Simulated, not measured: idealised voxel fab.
Name of the process module below: voxel gate over fins
In the cross-section labelled cut, the width is 150 nm and each square cell is 5 nm.
Square cells in a grid make up a cross-section in this document, and the grid is given as bands, listed from the top down, each one or more rows of cells.
Band entry format. Leading values: height of top, height of bottom, nm. Remainder: materials in left-to-right order, each with its width in nm. Special words: "throughout" on a single material, which then fills the band edge to edge; "air", empty space.
Where do heights start? At 0: under that level the wafer as delivered is made of one material only. And the lowest band has no floor; it just carries on downward, as in "0 and below".
When a width is written as two numbers, as in "30->40", the first number is the width in the top row of cells of the band and the second is the width in its bottom row, and the width changes by the same amount from each row to the next.
Step note "nothing different" = no cross-section cell changed.
Closed internal voids: empty space of 8 cells or more with no open way to the top, each as width x height at its distance from the left edge, in nm
That trailing text on a step's line, after the settings, is the simulator's own remark on the step.
overlay nm, on a step with a mask: how far to the right of its planned place the mask lay; to the left if negative

**Planned step list for the process**
1,op RECEIVE | material Si
2,op CONFORMAL_DEP | material SiN | thk nm 5
3,op MASKED_ETCH | tone cover | mask id FINS | width nm 15 | pitch nm 45 | etch materials SiN | depth nm 5 | overlay nm 0
4,op MASKED_ETCH | tone cover | mask id FINS | width nm 15 | pitch nm 45 | etch materials Si | depth nm 30 | overlay nm 0
5,op OXIDIZE | depth nm 5
6,op FILL_DEP | material SiO2 | thk nm 10
7,op CMP | height nm 5
8,op SELECTIVE_ETCH | etch materials SiO2 | depth nm 15
9,op STRIP | etch materials SiN
10,op CONFORMAL_DEP | material HfO2 | thk nm 5
11,op CONFORMAL_DEP | material TiN | thk nm 5
12,op FILL_DEP | material W | thk nm 15
13,op CMP | height nm 20
14,op CONFORMAL_DEP | material SiCN | thk nm 10

**First out of two wafers; run went to plan**

**Here's what the wafer looked like in cross-section when it arrived - that's after step 1**
0 and below: Si throughout
Closed internal voids: none

**After step 2, in cross-section**
5 down to 0: SiN throughout
Heights below 0 show no change.

**After step 3, in cross-section**
5 down to 0: 45 nm air / 15 nm SiN / 30 nm air / 15 nm SiN / 45 nm air
Heights below 0 show no change.

**After step 4, in cross-section**
5 down to 0: 45 nm air / 15 nm SiN / 30 nm air / 15 nm SiN / 45 nm air
0 down to -30: 45 nm air / 15 nm Si / 30 nm air / 15 nm Si / 45 nm air
Heights below -30 show no change.

**After step 5, in cross-section**
5 down to 0: 45 nm air / 15 nm SiN / 30 nm air / 15 nm SiN / 45 nm air
0 down to -30: 45 nm air / 5 nm SiO2 / 5 nm Si / 5 nm SiO2 / 30 nm air / 5 nm SiO2 / 5 nm Si / 5 nm SiO2 / 45 nm air
-30 down to -35: 50 nm SiO2 / 5 nm Si / 40 nm SiO2 / 5 nm Si / 50 nm SiO2
Heights below -35 show no change.

**After step 6, in cross-section**
15 down to 5: SiO2 throughout
5 down to 0: 45 nm SiO2 / 15 nm SiN / 30 nm SiO2 / 15 nm SiN / 45 nm SiO2
0 down to -35: 50 nm SiO2 / 5 nm Si / 40 nm SiO2 / 5 nm Si / 50 nm SiO2
Heights below -35 show no change.

**After step 7, in cross-section**
5 down to 0: 45 nm SiO2 / 15 nm SiN / 30 nm SiO2 / 15 nm SiN / 45 nm SiO2
Heights below 0 show no change.

**After step 8, in cross-section**
5 down to 0: 45 nm air / 15 nm SiN / 30 nm air / 15 nm SiN / 45 nm air
0 down to -10: 50 nm air / 5 nm Si / 40 nm air / 5 nm Si / 50 nm air
Heights below -10 show no change.

**After step 9, in cross-section**
0 down to -10: 50 nm air / 5 nm Si / 40 nm air / 5 nm Si / 50 nm air
Heights below -10 show no change.

**After step 10, in cross-section**
5 down to 0: 45 nm air / 15 nm HfO2 / 30 nm air / 15 nm HfO2 / 45 nm air
0 down to -5: 45 nm air / 5 nm HfO2 / 5 nm Si / 5 nm HfO2 / 30 nm air / 5 nm HfO2 / 5 nm Si / 5 nm HfO2 / 45 nm air
-5 down to -10: 50 nm HfO2 / 5 nm Si / 40 nm HfO2 / 5 nm Si / 50 nm HfO2
Heights below -10 show no change.

**After step 11, in cross-section**
10 down to 5: 40 nm air / 25 nm TiN / 20 nm air / 25 nm TiN / 40 nm air
5 down to 0: 40 nm air / 5 nm TiN / 15 nm HfO2 / 5 nm TiN / 20 nm air / 5 nm TiN / 15 nm HfO2 / 5 nm TiN / 40 nm air
0 down to -5: 45 nm TiN / 5 nm HfO2 / 5 nm Si / 5 nm HfO2 / 30 nm TiN / 5 nm HfO2 / 5 nm Si / 5 nm HfO2 / 45 nm TiN
Heights below -5 show no change.

**After step 12, in cross-section**
25 down to 10: W throughout
10 down to 5: 40 nm W / 25 nm TiN / 20 nm W / 25 nm TiN / 40 nm W
5 down to 0: 40 nm W / 5 nm TiN / 15 nm HfO2 / 5 nm TiN / 20 nm W / 5 nm TiN / 15 nm HfO2 / 5 nm TiN / 40 nm W
Heights below 0 show no change.

**After step 13, in cross-section**
20 down to 10: W throughout
Heights below 10 show no change.

**After step 14, in cross-section**
30 down to 20: SiCN throughout
Heights below 20 show no change.

**Second wafer, same starting conditions and recipe as the first, one mistake in executing it, nothing differs from the first up to and including step 2**

**Second wafer, sectioned view, at step 3's planned end time**
5 down to 0: 45 nm SiN / 15 nm air / 30 nm SiN / 15 nm air / 45 nm SiN
Heights below 0 show no change.

Second wafer, sectioned view, at step 4's planned end time: nothing different

**Second wafer, sectioned view, at step 5's planned end time**
5 down to 0: 45 nm SiN / 15 nm air / 30 nm SiN / 15 nm air / 45 nm SiN
0 down to -5: 40 nm Si / 25 nm SiO2 / 20 nm Si / 25 nm SiO2 / 40 nm Si
Heights below -5 show no change.

**Second wafer, sectioned view, at step 6's planned end time**
15 down to 5: SiO2 throughout
5 down to 0: 45 nm SiN / 15 nm SiO2 / 30 nm SiN / 15 nm SiO2 / 45 nm SiN
Heights below 0 show no change.

**Second wafer, sectioned view, at step 7's planned end time**
5 down to 0: 45 nm SiN / 15 nm SiO2 / 30 nm SiN / 15 nm SiO2 / 45 nm SiN
Heights below 0 show no change.

**Second wafer, sectioned view, at step 8's planned end time**
5 down to 0: 45 nm SiN / 15 nm air / 30 nm SiN / 15 nm air / 45 nm SiN
0 down to -5: 40 nm Si / 25 nm air / 20 nm Si / 25 nm air / 40 nm Si
Heights below -5 show no change.

**Second wafer, sectioned view, at step 9's planned end time**
0 down to -5: 40 nm Si / 25 nm air / 20 nm Si / 25 nm air / 40 nm Si
Heights below -5 show no change.

**Second wafer, sectioned view, at step 10's planned end time**
5 down to 0: 45 nm HfO2 / 15 nm air / 30 nm HfO2 / 15 nm air / 45 nm HfO2
0 down to -5: 40 nm Si / 25 nm HfO2 / 20 nm Si / 25 nm HfO2 / 40 nm Si
Heights below -5 show no change.

**Second wafer, sectioned view, at step 11's planned end time**
10 down to 5: 50 nm TiN / 5 nm air / 40 nm TiN / 5 nm air / 50 nm TiN
5 down to 0: 45 nm HfO2 / 15 nm TiN / 30 nm HfO2 / 15 nm TiN / 45 nm HfO2
Heights below 0 show no change.

**Second wafer, sectioned view, at step 12's planned end time**
25 down to 10: W throughout
10 down to 5: 50 nm TiN / 5 nm W / 40 nm TiN / 5 nm W / 50 nm TiN
Heights below 5 show no change.

**Second wafer, sectioned view, at step 13's planned end time**
20 down to 10: W throughout
Heights below 10 show no change.

**Second wafer, sectioned view, at step 14's planned end time**
30 down to 20: SiCN throughout
Heights below 20 show no change.
Processing error: step 3 deviated from plan and actually ran as op MASKED_ETCH | tone open | mask id FINS | width nm 15 | pitch nm 45 | etch materials SiN | depth nm 5 | overlay nm 0
End check, counted in cells, second wafer has more or fewer of these materials than the first: 4 fewer of HfO2 | 186 more of Si | 140 fewer of SiO2 | 4 fewer of TiN | 38 fewer of W
